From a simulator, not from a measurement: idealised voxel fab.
Process module heading - voxel released beams
Pictured: cross-section cut, 255 nm wide, on a grid of 5 nm square cells.
Cross-section layout: square cells on a grid; listed as bands, top to bottom; a band spans one or more cell rows. This entry defines a band. It first specifies the height of the band's top and the height of its bottom in nm, and then specifies the band's materials from left to right, stating each material with its width in nm. The word "everywhere" identifies a single material that fills the band from edge to edge, while the word "blank" identifies empty space. It should be noted that heights are counted from 0, beneath which the wafer as supplied is of one material throughout, and that the lowest band possesses no lower boundary but continues downward, as written in "0 -> down". Read "30 to 40" as a graded width: first number on top, second number at the bottom, same change between each pair of neighbouring rows. "stayed the same" (step): cross-section cells unchanged, all of them. Each empty space that has no open way to the top and spans at least 8 cells appears under "Encapsulated voids" as width x height at distance, the distance counted from the left edge, all in nm. Where a step's line continues beyond its settings, the continuation is a remark by the simulator itself on that step. overlay nm: step with mask; distance mask lay right of planned place; negative value = left of planned place.

These are the steps we planned for the process
1 RECEIVE [material Si]
2 CONFORMAL_DEP [material SiN] [thk nm 10]
3 DIRECTIONAL_DEP [material SiO2] [thk nm 10]
4 MASKED_ETCH [tone open] [mask id ANCHOR] [width nm 45] [etch materials SiO2] [depth nm 10] [overlay nm 0]
5 CONFORMAL_DEP [material TiN] [thk nm 5]
6 MASKED_ETCH [tone cover] [mask id BEAM] [width nm 120] [etch materials TiN] [depth nm 15] [overlay nm 0]
7 STRIP [etch materials SiO2]
Wafers differ in thk nm at step 5; plan lists the first wafer's value; identical starting state.

first wafer as received, after step 1
> 0 -> down  Si everywhere
> Encapsulated voids: none

Heads up, this table goes wafer by wafer. A row tells you, at the end of the module, how many cells of each material that wafer has put on (+) or dropped (-) since it was received, and then its closed voids
thk nm 5, +102 SiN, +28 TiN, Encapsulated voids: none
thk nm 10, +102 SiN, +56 TiN, Encapsulated voids: none
thk nm 15, +102 SiN, +84 TiN, Encapsulated voids: none
thk nm 20, +102 SiN, +84 SiO2, +139 TiN, Encapsulated voids: none
thk nm 25, +102 SiN, +84 SiO2, +192 TiN, Encapsulated voids: none
thk nm 30, +102 SiN, +84 SiO2, +243 TiN, Encapsulated voids: none
